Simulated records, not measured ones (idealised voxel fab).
You're looking at the process module voxel wiring stack.
Cross-sectional view cut (width: 290 nm; square cell size: 5 nm).
This document writes a cross-section as a grid whose cells are square, and gives it as bands, listed from the top down; one or more rows of cells form a band. In this notation a band is specified by the heights of its top and bottom, in that order and in nm, after which its materials appear from left to right, each paired with its width in nm. The word "full width" attached to a single material means that material fills the band from edge to edge; the word "blank" stands for empty space. Below 0: as-received wafer, all one material; heights counted from there. Lowest band: no bottom, goes on down, written "0..down". Per-row width for "30->40": begins at first number (top row of band), ends at second number (bottom row), increment between rows held constant. Step marked "no modification"? Then no cell in the cross-section changed in it. Closed empty spaces (no open way to the top) of 8 cells or more are what "Enclosed voids" lists, each as width x height at distance from the left edge, nm for all three. That trailing text on a step's line, after the settings, is the simulator's own remark on the step. overlay nm: how far to the right of its planned place the mask lay on this masked step (negative: to the left). Pairs ahead. Before: cross-section ahead of one process step. After: cross-section once the step is done, shown to the lowest changed band only. Under each pair: that step, with settings. Caution: pairs may come from different runs of this module on the same starting wafer; a pair follows the pair above only where its "Pre-step profile" entry says so.
Pre-step profile:
> 85..75  Ru full width
> 75..70  110 TiN; 20 Ru; 30 TiN; 15 Ru; 115 TiN
> 70..60  105 lowk; 5 TiN; 20 Ru; 5 TiN; 20 lowk; 5 TiN; 15 Ru; 5 TiN; 110 lowk
> 60..55  105 lowk; 5 TiN; 15 Ru; 10 TiN; 20 lowk; 25 TiN; 110 lowk
> 55..45  105 lowk; 5 TiN; 15 Ru; 5 TiN; 160 lowk
> 45..40  105 lowk; 10 TiN; 10 Ru; 5 TiN; 160 lowk
> 40..35  110 SiCN; 20 TiN; 160 SiCN
> 35..15  110 lowk; 25 W; 20 lowk; 25 W; 110 lowk
> 15..10  110 lowk; 25 TiN; 20 lowk; 25 TiN; 110 lowk
> 10..0  SiO2 full width
> 0..down  Si full width
> Enclosed voids: none
State After Step:
> 70..60  105 lowk; 5 TiN; 20 Ru; 5 TiN; 20 lowk; 5 TiN; 15 Ru; 5 TiN; 110 lowk
> Beneath the level 60, the cross-section is identical to its previous state.
> Enclosed voids: none
Step sandwiched between the two cross-sections above: CMP, height nm 70
Pre-step profile: The prior state of this step coincides with the post-step cross-section of the pair just above.
State After Step:
> 75..70  SiN full width
> Beneath the level 70, the cross-section is identical to its previous state.
> Enclosed voids: none
Step sandwiched between the two cross-sections above: CONFORMAL_DEP, material SiN, thk nm 5
Pre-step profile:
> 35..15  110 blank; 25 W; 20 blank; 25 W; 110 blank
> 15..10  TiN full width
> 10..0  SiO2 full width
> 0..down  Si full width
> Enclosed voids: none
State After Step:
> 35..15  110 blank; 25 W; 20 blank; 25 W; 110 blank
> 15..10  110 blank; 35 TiN; 10 blank; 35 TiN; 100 blank
> Beneath the level 10, the cross-section is identical to its previous state.
> Enclosed voids: none
Step sandwiched between the two cross-sections above: MASKED_ETCH, tone cover, mask id METAL_1, width nm 25, pitch nm 45, etch materials TiN, depth nm 5, overlay nm 10
Pre-step profile: The prior state of this step coincides with the post-step cross-section of the pair just above.
State After Step:
> 40..35  lowk full width
> 35..15  110 lowk; 25 W; 20 lowk; 25 W; 110 lowk
> 15..10  110 lowk; 35 TiN; 10 lowk; 35 TiN; 100 lowk
> Beneath the level 10, the cross-section is identical to its previous state.
> Enclosed voids: none
Step sandwiched between the two cross-sections above: FILL_DEP, material lowk, thk nm 5
Pre-step profile: The prior state of this step coincides with the post-step cross-section of the pair just above.
State After Step:
> 35..15  110 lowk; 25 W; 20 lowk; 25 W; 110 lowk
> Beneath the level 15, the cross-section is identical to its previous state.
> Enclosed voids: none
Step sandwiched between the two cross-sections above: CMP, height nm 35
Pre-step profile: The prior state of this step coincides with the post-step cross-section of the pair just above.
State After Step:
> 40..35  SiCN full width
> Beneath the level 35, the cross-section is identical to its previous state.
> Enclosed voids: none
Step sandwiched between the two cross-sections above: CONFORMAL_DEP, material SiCN, thk nm 5
Pre-step profile: The prior state of this step coincides with the post-step cross-section of the pair just above.
State After Step:
> 70..40  lowk full width
> Beneath the level 40, the cross-section is identical to its previous state.
> Enclosed voids: none
Step sandwiched between the two cross-sections above: DIRECTIONAL_DEP, material lowk, thk nm 30
Pre-step profile: The prior state of this step coincides with the post-step cross-section of the pair just above.
State After Step:
> 80..70  aC full width
> Beneath the level 70, the cross-section is identical to its previous state.
> Enclosed voids: none
Step sandwiched between the two cross-sections above: DIRECTIONAL_DEP, material aC, thk nm 10
Pre-step profile: The prior state of this step coincides with the post-step cross-section of the pair just above.
State After Step:
> 110..80  110 resist; 15 blank; 165 resist
> Beneath the level 80, the cross-section is identical to its previous state.
> Enclosed voids: none
Step sandwiched between the two cross-sections above: PATTERN, tone open, mask id METAL_2_HOLES, material resist, width nm 15, thk nm 30, overlay nm 0
Pre-step profile: The prior state of this step coincides with the post-step cross-section of the pair just above.
State After Step:
> 100..80  110 resist; 15 blank; 165 resist
> 80..70  110 aC; 15 blank; 165 aC
> Beneath the level 70, the cross-section is identical to its previous state.
> Enclosed voids: none
Step sandwiched between the two cross-sections above: DIRECTIONAL_ETCH, etch materials aC, depth nm 10
Pre-step profile: The prior state of this step coincides with the post-step cross-section of the pair just above.
State After Step:
> 80..70  110 aC; 15 blank; 165 aC
> Beneath the level 70, the cross-section is identical to its previous state.
> Enclosed voids: none
Step sandwiched between the two cross-sections above: STRIP, etch materials resist
Pre-step profile: The prior state of this step coincides with the post-step cross-section of the pair just above.
State After Step:
> 80..70  110 aC; 15 blank; 165 aC
> 70..40  110 lowk; 15 blank; 165 lowk
> Beneath the level 40, the cross-section is identical to its previous state.
> Enclosed voids: none
Step sandwiched between the two cross-sections above: DIRECTIONAL_ETCH, etch materials lowk, depth nm 30
Pre-step profile: The prior state of this step coincides with the post-step cross-section of the pair just above.
State After Step:
> 70..40  110 lowk; 15 blank; 165 lowk
> Beneath the level 40, the cross-section is identical to its previous state.
> Enclosed voids: none
Step sandwiched between the two cross-sections above: STRIP, etch materials aC
Pre-step profile: The prior state of this step coincides with the post-step cross-section of the pair just above.
State After Step:
> 70..55  110 lowk; 25 blank; 20 lowk; 25 blank; 110 lowk
> Beneath the level 55, the cross-section is identical to its previous state.
> Enclosed voids: none
Step sandwiched between the two cross-sections above: MASKED_ETCH, tone open, mask id METAL_2, width nm 25, pitch nm 45, etch materials lowk, depth nm 15, overlay nm 0
Pre-step profile: The prior state of this step coincides with the post-step cross-section of the pair just above.
State After Step:
> 70..55  110 lowk; 25 blank; 20 lowk; 25 blank; 110 lowk
> 55..40  110 lowk; 15 blank; 165 lowk
> 40..35  110 SiCN; 15 blank; 165 SiCN
> Beneath the level 35, the cross-section is identical to its previous state.
> Enclosed voids: none
Step sandwiched between the two cross-sections above: MASKED_ETCH, tone open, mask id METAL_2, width nm 25, pitch nm 45, etch materials SiCN, depth nm 5, overlay nm 0
Pre-step profile: The prior state of this step coincides with the post-step cross-section of the pair just above.
State After Step:
> 75..70  115 TiN; 15 blank; 30 TiN; 15 blank; 115 TiN
> 70..60  110 lowk; 5 TiN; 15 blank; 5 TiN; 20 lowk; 5 TiN; 15 blank; 5 TiN; 110 lowk
> 60..55  110 lowk; 5 TiN; 5 blank; 15 TiN; 20 lowk; 25 TiN; 110 lowk
> 55..40  110 lowk; 5 TiN; 5 blank; 5 TiN; 165 lowk
> 40..35  110 SiCN; 15 TiN; 165 SiCN
> Beneath the level 35, the cross-section is identical to its previous state.
> Enclosed voids: none
Step sandwiched between the two cross-sections above: CONFORMAL_DEP, material TiN, thk nm 5
Pre-step profile: The prior state of this step coincides with the post-step cross-section of the pair just above.
State After Step:
> 85..75  Ru full width
> 75..70  115 TiN; 15 Ru; 30 TiN; 15 Ru; 115 TiN
> 70..60  110 lowk; 5 TiN; 15 Ru; 5 TiN; 20 lowk; 5 TiN; 15 Ru; 5 TiN; 110 lowk
> 60..55  110 lowk; 5 TiN; 5 Ru; 15 TiN; 20 lowk; 25 TiN; 110 lowk
> 55..40  110 lowk; 5 TiN; 5 Ru; 5 TiN; 165 lowk
> Beneath the level 40, the cross-section is identical to its previous state.
> Enclosed voids: none
Step sandwiched between the two cross-sections above: FILL_DEP, material Ru, thk nm 10
Pre-step profile: The prior state of this step coincides with the post-step cross-section of the pair just above.
State After Step:
> 70..60  110 lowk; 5 TiN; 15 Ru; 5 TiN; 20 lowk; 5 TiN; 15 Ru; 5 TiN; 110 lowk
> Beneath the level 60, the cross-section is identical to its previous state.
> Enclosed voids: none
Step sandwiched between the two cross-sections above: CMP, height nm 70
Pre-step profile: The prior state of this step coincides with the post-step cross-section of the pair just above.
State After Step:
> 75..70  SiN full width
> Beneath the level 70, the cross-section is identical to its previous state.
> Enclosed voids: none
Step sandwiched between the two cross-sections above: CONFORMAL_DEP, material SiN, thk nm 5
Pre-step profile:
> 0..down  Si full width
> Enclosed voids: none
State After Step:
> 10..0  aC full width
> Beneath the level 0, the cross-section is identical to its previous state.
> Enclosed voids: none
Step sandwiched between the two cross-sections above: CONFORMAL_DEP, material aC, thk nm 10
Pre-step profile: The prior state of this step coincides with the post-step cross-section of the pair just above.
State After Step:
> 15..10  TiN full width
> Beneath the level 10, the cross-section is identical to its previous state.
> Enclosed voids: none
Step sandwiched between the two cross-sections above: DIRECTIONAL_DEP, material TiN, thk nm 5
Pre-step profile: The prior state of this step coincides with the post-step cross-section of the pair just above.
State After Step:
> 35..15  W full width
> Beneath the level 15, the cross-section is identical to its previous state.
> Enclosed voids: none
Step sandwiched between the two cross-sections above: DIRECTIONAL_DEP, material W, thk nm 20
Pre-step profile: The prior state of this step coincides with the post-step cross-section of the pair just above.
State After Step:
> 35..15  110 blank; 25 W; 20 blank; 25 W; 110 blank
> Beneath the level 15, the cross-section is identical to its previous state.
> Enclosed voids: none
Step sandwiched between the two cross-sections above: MASKED_ETCH, tone cover, mask id METAL_1, width nm 25, pitch nm 45, etch materials W, depth nm 20, overlay nm 0
Pre-step profile: The prior state of this step coincides with the post-step cross-section of the pair just above.
State After Step:
> 35..15  110 blank; 25 W; 20 blank; 25 W; 110 blank
> 15..10  110 blank; 25 TiN; 20 blank; 25 TiN; 110 blank
> Beneath the level 10, the cross-section is identical to its previous state.
> Enclosed voids: none
Step sandwiched between the two cross-sections above: MASKED_ETCH, tone cover, mask id METAL_1, width nm 25, pitch nm 45, etch materials TiN, depth nm 5, overlay nm 0
Pre-step profile: The prior state of this step coincides with the post-step cross-section of the pair just above.
State After Step:
> 40..35  lowk full width
> 35..15  110 lowk; 25 W; 20 lowk; 25 W; 110 lowk
> 15..10  110 lowk; 25 TiN; 20 lowk; 25 TiN; 110 lowk
> Beneath the level 10, the cross-section is identical to its previous state.
> Enclosed voids: none
Step sandwiched between the two cross-sections above: FILL_DEP, material lowk, thk nm 5
Pre-step profile: The prior state of this step coincides with the post-step cross-section of the pair just above.
State After Step:
> 35..15  110 lowk; 25 W; 20 lowk; 25 W; 110 lowk
> Beneath the level 15, the cross-section is identical to its previous state.
> Enclosed voids: none
Step sandwiched between the two cross-sections above: CMP, height nm 35
Pre-step profile: The prior state of this step coincides with the post-step cross-section of the pair just above.
State After Step:
> 40..35  SiCN full width
> Beneath the level 35, the cross-section is identical to its previous state.
> Enclosed voids: none
Step sandwiched between the two cross-sections above: CONFORMAL_DEP, material SiCN, thk nm 5
Pre-step profile: The prior state of this step coincides with the post-step cross-section of the pair just above.
State After Step:
> 70..40  lowk full width
> Beneath the level 40, the cross-section is identical to its previous state.
> Enclosed voids: none
Step sandwiched between the two cross-sections above: DIRECTIONAL_DEP, material lowk, thk nm 30
Pre-step profile: The prior state of this step coincides with the post-step cross-section of the pair just above.
State After Step:
> 80..70  aC full width
> Beneath the level 70, the cross-section is identical to its previous state.
> Enclosed voids: none
Step sandwiched between the two cross-sections above: DIRECTIONAL_DEP, material aC, thk nm 10
Pre-step profile: The prior state of this step coincides with the post-step cross-section of the pair just above.
State After Step:
> 110..80  110 resist; 15 blank; 165 resist
> Beneath the level 80, the cross-section is identical to its previous state.
> Enclosed voids: none
Step sandwiched between the two cross-sections above: PATTERN, tone open, mask id METAL_2_HOLES, material resist, width nm 15, thk nm 30, overlay nm 0
Pre-step profile: The prior state of this step coincides with the post-step cross-section of the pair just above.
State After Step:
> 100..80  110 resist; 15 blank; 165 resist
> 80..70  110 aC; 15 blank; 165 aC
> Beneath the level 70, the cross-section is identical to its previous state.
> Enclosed voids: none
Step sandwiched between the two cross-sections above: DIRECTIONAL_ETCH, etch materials aC, depth nm 10
Pre-step profile: The prior state of this step coincides with the post-step cross-section of the pair just above.
State After Step:
> 80..70  110 aC; 15 blank; 165 aC
> Beneath the level 70, the cross-section is identical to its previous state.
> Enclosed voids: none
Step sandwiched between the two cross-sections above: STRIP, etch materials resist
Pre-step profile: The prior state of this step coincides with the post-step cross-section of the pair just above.
State After Step:
> 80..70  110 aC; 15 blank; 165 aC
> 70..40  110 lowk; 15 blank; 165 lowk
> Beneath the level 40, the cross-section is identical to its previous state.
> Enclosed voids: none
Step sandwiched between the two cross-sections above: DIRECTIONAL_ETCH, etch materials lowk, depth nm 30
Pre-step profile: The prior state of this step coincides with the post-step cross-section of the pair just above.
State After Step:
> 70..40  110 lowk; 15 blank; 165 lowk
> Beneath the level 40, the cross-section is identical to its previous state.
> Enclosed voids: none
Step sandwiched between the two cross-sections above: STRIP, etch materials aC
Pre-step profile: The prior state of this step coincides with the post-step cross-section of the pair just above.
State After Step:
> 70..55  110 lowk; 25 blank; 20 lowk; 25 blank; 110 lowk
> Beneath the level 55, the cross-section is identical to its previous state.
> Enclosed voids: none
Step sandwiched between the two cross-sections above: MASKED_ETCH, tone open, mask id METAL_2, width nm 25, pitch nm 45, etch materials lowk, depth nm 15, overlay nm 0
Pre-step profile: The prior state of this step coincides with the post-step cross-section of the pair just above.
State After Step:
> 70..55  110 lowk; 25 blank; 20 lowk; 25 blank; 110 lowk
> 55..40  110 lowk; 15 blank; 165 lowk
> 40..35  110 SiCN; 15 blank; 165 SiCN
> Beneath the level 35, the cross-section is identical to its previous state.
> Enclosed voids: none
Step sandwiched between the two cross-sections above: MASKED_ETCH, tone open, mask id METAL_2, width nm 25, pitch nm 45, etch materials SiCN, depth nm 5, overlay nm 0
Pre-step profile: The prior state of this step coincides with the post-step cross-section of the pair just above.
State After Step:
> 75..70  115 TiN; 15 blank; 30 TiN; 15 blank; 115 TiN
> 70..60  110 lowk; 5 TiN; 15 blank; 5 TiN; 20 lowk; 5 TiN; 15 blank; 5 TiN; 110 lowk
> 60..55  110 lowk; 5 TiN; 5 blank; 15 TiN; 20 lowk; 25 TiN; 110 lowk
> 55..40  110 lowk; 5 TiN; 5 blank; 5 TiN; 165 lowk
> 40..35  110 SiCN; 15 TiN; 165 SiCN
> Beneath the level 35, the cross-section is identical to its previous state.
> Enclosed voids: none
Step sandwiched between the two cross-sections above: CONFORMAL_DEP, material TiN, thk nm 5
Pre-step profile: The prior state of this step coincides with the post-step cross-section of the pair just above.
State After Step:
> 85..75  Ru full width
> 75..70  115 TiN; 15 Ru; 30 TiN; 15 Ru; 115 TiN
> 70..60  110 lowk; 5 TiN; 15 Ru; 5 TiN; 20 lowk; 5 TiN; 15 Ru; 5 TiN; 110 lowk
> 60..55  110 lowk; 5 TiN; 5 Ru; 15 TiN; 20 lowk; 25 TiN; 110 lowk
> 55..40  110 lowk; 5 TiN; 5 Ru; 5 TiN; 165 lowk
> Beneath the level 40, the cross-section is identical to its previous state.
> Enclosed voids: none
Step sandwiched between the two cross-sections above: FILL_DEP, material Ru, thk nm 10
Pre-step profile: The prior state of this step coincides with the post-step cross-section of the pair just above.
State After Step:
> 70..60  110 lowk; 5 TiN; 15 Ru; 5 TiN; 20 lowk; 5 TiN; 15 Ru; 5 TiN; 110 lowk
> Beneath the level 60, the cross-section is identical to its previous state.
> Enclosed voids: none
Step sandwiched between the two cross-sections above: CMP, height nm 70
Pre-step profile: The prior state of this step coincides with the post-step cross-section of the pair just above.
State After Step:
> 75..70  SiN full width
> Beneath the level 70, the cross-section is identical to its previous state.
> Enclosed voids: none
Step sandwiched between the two cross-sections above: CONFORMAL_DEP, material SiN, thk nm 5
Pre-step profile:
> 80..70  aC full width
> 70..40  lowk full width
> 40..35  SiCN full width
> 35..15  110 lowk; 25 W; 20 lowk; 25 W; 110 lowk
> 15..10  110 lowk; 25 TiN; 20 lowk; 25 TiN; 110 lowk
> 10..0  SiO2 full width
> 0..down  Si full width
> Enclosed voids: none
State After Step:
> 110..80  110 blank; 15 resist; 165 blank
> Beneath the level 80, the cross-section is identical to its previous state.
> Enclosed voids: none
Step sandwiched between the two cross-sections above: PATTERN, tone cover, mask id METAL_2_HOLES, material resist, width nm 15, thk nm 30, overlay nm 0
Pre-step profile: The prior state of this step coincides with the post-step cross-section of the pair just above.
State After Step:
> 100..80  110 blank; 15 resist; 165 blank
> 80..70  110 blank; 15 aC; 165 blank
> Beneath the level 70, the cross-section is identical to its previous state.
> Enclosed voids: none
Step sandwiched between the two cross-sections above: DIRECTIONAL_ETCH, etch materials aC, depth nm 10
Pre-step profile: The prior state of this step coincides with the post-step cross-section of the pair just above.
State After Step:
> 80..70  110 blank; 15 aC; 165 blank
> Beneath the level 70, the cross-section is identical to its previous state.
> Enclosed voids: none
Step sandwiched between the two cross-sections above: STRIP, etch materials resist
Pre-step profile: The prior state of this step coincides with the post-step cross-section of the pair just above.
State After Step:
> 80..70  110 blank; 15 aC; 165 blank
> 70..40  110 blank; 15 lowk; 165 blank
> Beneath the level 40, the cross-section is identical to its previous state.
> Enclosed voids: none
Step sandwiched between the two cross-sections above: DIRECTIONAL_ETCH, etch materials lowk, depth nm 30
Pre-step profile: The prior state of this step coincides with the post-step cross-section of the pair just above.
State After Step:
> 70..40  110 blank; 15 lowk; 165 blank
> Beneath the level 40, the cross-section is identical to its previous state.
> Enclosed voids: none
Step sandwiched between the two cross-sections above: STRIP, etch materials aC
Pre-step profile: The prior state of this step coincides with the post-step cross-section of the pair just above.
State After Step:
> 55..40  110 blank; 15 lowk; 165 blank
> Beneath the level 40, the cross-section is identical to its previous state.
> Enclosed voids: none
Step sandwiched between the two cross-sections above: MASKED_ETCH, tone open, mask id METAL_2, width nm 25, pitch nm 45, etch materials lowk, depth nm 15, overlay nm 0
Pre-step profile: The prior state of this step coincides with the post-step cross-section of the pair just above.
State After Step:
> 55..40  110 blank; 15 lowk; 165 blank
> 40..35  125 SiCN; 10 blank; 20 SiCN; 25 blank; 110 SiCN
> Beneath the level 35, the cross-section is identical to its previous state.
> Enclosed voids: none
Step sandwiched between the two cross-sections above: MASKED_ETCH, tone open, mask id METAL_2, width nm 25, pitch nm 45, etch materials SiCN, depth nm 5, overlay nm 0
Pre-step profile: The prior state of this step coincides with the post-step cross-section of the pair just above.
State After Step:
> 60..55  105 blank; 25 TiN; 160 blank
> 55..45  105 blank; 5 TiN; 15 lowk; 5 TiN; 160 blank
> 45..40  110 TiN; 15 lowk; 35 TiN; 15 blank; 115 TiN
> 40..35  125 SiCN; 10 TiN; 20 SiCN; 25 TiN; 110 SiCN
> Beneath the level 35, the cross-section is identical to its previous state.
> Enclosed voids: none
Step sandwiched between the two cross-sections above: CONFORMAL_DEP, material TiN, thk nm 5
Pre-step profile: The prior state of this step coincides with the post-step cross-section of the pair just above.
State After Step:
> 70..60  Ru full width
> 60..55  105 Ru; 25 TiN; 160 Ru
> 55..45  105 Ru; 5 TiN; 15 lowk; 5 TiN; 160 Ru
> 45..40  110 TiN; 15 lowk; 35 TiN; 15 Ru; 115 TiN
> Beneath the level 40, the cross-section is identical to its previous state.
> Enclosed voids: none
Step sandwiched between the two cross-sections above: FILL_DEP, material Ru, thk nm 10
Pre-step profile: The prior state of this step coincides with the post-step cross-section of the pair just above.
State After Step:
> 75..70  SiN full width
> Beneath the level 70, the cross-section is identical to its previous state.
> Enclosed voids: none
Step sandwiched between the two cross-sections above: CONFORMAL_DEP, material SiN, thk nm 5
